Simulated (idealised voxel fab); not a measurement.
voxel self aligned vias: a process module
The width of the displayed cross-section, cut, is 225 nm; its cells are square, with a size of 5 nm.
How to read a cross-section here: the picture is a grid of square cells, written as bands going from the top down, and any band can span one or more rows of cells. Basically the band line says how high the top is and how high the bottom is, in nm, and then what's in it from left to right, every material with its width in nm. Empty space shows up as "empty", and if a single material carries "edge to edge" it runs the full band edge to edge. We count height from 0. Below that, the starting wafer is all one material. The lowest band never ends at the bottom but goes on down; see "0 down" for how that is written. Think of "30->40" as a width that walks from the first number to the second as you go down the band, top row to bottom row, taking equal-sized steps from row to row. A step reported as "no modification" is a step in which no cell of the cross-section changed. "Sealed void listing" enumerates empty spaces isolated from the top, with no open way to it, that contain at least 8 cells, giving each as width x height at distance from the left edge, all three in nm. Step line, after settings: the simulator's comment on this step. Each step line may optionally specify "overlay nm", which for a step with a mask gives the rightward distance between the mask's planned place and where it lay, a negative value indicating the leftward direction.
**Intended process steps**
1,RECEIVE [material Si]
2,CONFORMAL_DEP [material SiO2] [thk nm 10]
3,CONFORMAL_DEP [material SiCN] [thk nm 5]
4,DIRECTIONAL_DEP [material SiO2] [thk nm 20]
5,PATTERN [tone open] [mask id LINES] [material resist] [width nm 25] [pitch nm 60] [thk nm 15] [overlay nm 0]
6,DIRECTIONAL_ETCH [etch materials SiO2] [depth nm 20]
7,STRIP [etch materials resist]
8,CONFORMAL_DEP [material TiN] [thk nm 5]
9,FILL_DEP [material Ru] [thk nm 5]
10,CMP [height nm 35]
11,SELECTIVE_ETCH [etch materials W Ru TiN] [depth nm 10]
12,FILL_DEP [material SiN] [thk nm 5]
13,CMP [height nm 35]
14,DIRECTIONAL_DEP [material SiO2] [thk nm 15]
15,MASKED_ETCH [tone open] [mask id VIAS] [width nm 45] [pitch nm 120] [etch materials SiO2] [depth nm 15] [overlay nm 0]
16,MASKED_ETCH [tone open] [mask id VIAS] [width nm 45] [pitch nm 120] [etch materials SiN] [depth nm 10] [overlay nm 0]
17,CONFORMAL_DEP [material TiN] [thk nm 5]
18,FILL_DEP [material Cu] [thk nm 5]
19,CMP [height nm 50]
20,CONFORMAL_DEP [material SiN] [thk nm 5]
**Delivered wafer in cross-section: state after step 1**
	0 down = Si edge to edge
	Sealed void listing: none
**End-of-module cross-section of the first of two wafers, processed as planned**
	55 to 50 = SiN edge to edge
	50 to 40 = SiO2=30; TiN=5; Cu=35; TiN=5; SiO2=75; TiN=5; Cu=35; TiN=5; SiO2=30
	40 to 35 = SiO2=30; TiN=15; Cu=15; TiN=15; SiO2=75; TiN=15; Cu=15; TiN=15; SiO2=30
	35 to 30 = SiO2=40; TiN=5; Cu=15; TiN=5; SiO2=35; SiN=25; SiO2=35; TiN=5; Cu=15; TiN=5; SiO2=40
	30 to 25 = SiO2=40; TiN=25; SiO2=35; SiN=25; SiO2=35; TiN=25; SiO2=40
	25 to 20 = SiO2=40; TiN=5; Ru=15; TiN=5; SiO2=35; TiN=5; Ru=15; TiN=5; SiO2=35; TiN=5; Ru=15; TiN=5; SiO2=40
	20 to 15 = SiO2=40; TiN=25; SiO2=35; TiN=25; SiO2=35; TiN=25; SiO2=40
	15 to 10 = SiCN edge to edge
	10 to 0 = SiO2 edge to edge
	0 down = Si edge to edge
	Sealed void listing: none
**So this is wafer number two of the two, cut at the end of the module - it started where the first did and had the same plan, we just got one thing wrong running it**
	55 to 50 = SiN edge to edge
	50 to 35 = SiO2=30; TiN=5; Cu=35; TiN=5; SiO2=75; TiN=5; Cu=35; TiN=5; SiO2=30
	35 to 30 = SiN=30; TiN=15; Cu=15; TiN=15; SiN=75; TiN=15; Cu=15; TiN=15; SiN=30
	30 to 25 = SiO2=40; TiN=25; SiO2=35; SiN=25; SiO2=35; TiN=25; SiO2=40
	25 to 15 = SiO2=40; TiN=5; Ru=15; TiN=5; SiO2=35; TiN=5; Ru=15; TiN=5; SiO2=35; TiN=5; Ru=15; TiN=5; SiO2=40
	15 to 10 = SiO2=40; TiN=25; SiO2=35; TiN=25; SiO2=35; TiN=25; SiO2=40
	10 to 0 = SiO2 edge to edge
	0 down = Si edge to edge
	Sealed void listing: none
Plan not followed: heads up, step 3 of the plan was skipped and never actually ran
The closing comparison, in cells, has the second wafer with more or fewer of some materials than the first: Cu: 8 more, Ru: 9 more, SiCN: 45 fewer, SiN: 22 more, TiN: 6 more
